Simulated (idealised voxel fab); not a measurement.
process module | voxel released beams
cross-section cut | 145 nm wide | cells 5 nm
A cross-section is a grid of square cells, given in bands from the top down. A band is one or more rows of cells.
Each band's line starts with the height of the band's top and of its bottom, in nm. Then come its materials from left to right, each with its width in nm. One material with "throughout" fills the band from edge to edge. "air" is empty space.
Height 0 is the level under which the wafer as received is all one material. The lowest band goes on downwards, as in "0 down".
A width such as "30 to 40" changes by the same amount from each row of cells to the next, from the band's top row to its bottom row.
"no change" after a step means that no cell of the cross-section changed.
closed voids: empty space of 8 cells or more with no open way to the top, each as width x height at its distance from the left edge, in nm
after a step's settings: what the simulator itself notes on the step
overlay nm, on a step with a mask: how far to the right of its planned place the mask lay; to the left if negative
plan
1 op RECEIVE | material Si
2 op CONFORMAL_DEP | material Al2O3 | thk nm 5
3 op DIRECTIONAL_DEP | material SiO2 | thk nm 15
4 op PATTERN | tone open | mask id ANCHOR | material resist | width nm 45 | thk nm 15 | overlay nm 0
5 op DIRECTIONAL_ETCH | etch materials SiO2 | depth nm 15
6 op STRIP | etch materials resist
7 op CONFORMAL_DEP | material W | thk nm 15
8 op MASKED_ETCH | tone cover | mask id BEAM | width nm 85 | etch materials W | depth nm 15 | overlay nm 0
9 op STRIP | etch materials SiO2
varied across the wafers: width nm of step 8. The plan shows the first wafer's value. All wafers start alike
first wafer as received, after step 1
  0 down: Si throughout
  closed voids: none
first wafer at the end, after step 9
  35 to 20: air 25 | W 15 | air 15 | W 55 | air 35
  20 to 5: air 25 | W 45 | air 75
  5 to 0: Al2O3 throughout
  0 down: Si throughout
  closed voids: none
last wafer at the end
  35 to 20: air 15 | W 25 | air 15 | W 70 | air 20
  20 to 5: air 25 | W 45 | air 75
  5 to 0: Al2O3 throughout
  0 down: Si throughout
  closed voids: none
each wafer at the end: cells of each material gained (+) or lost (-) since it was received, then its closed voids
width nm 85 | +29 Al2O3 | +69 W | closed voids: none
width nm 90 | +29 Al2O3 | +72 W | closed voids: none
width nm 95 | +29 Al2O3 | +75 W | closed voids: none
width nm 100 | +29 Al2O3 | +78 W | closed voids: none
width nm 105 | +29 Al2O3 | +81 W | closed voids: none
width nm 110 | +29 Al2O3 | +84 W | closed voids: none
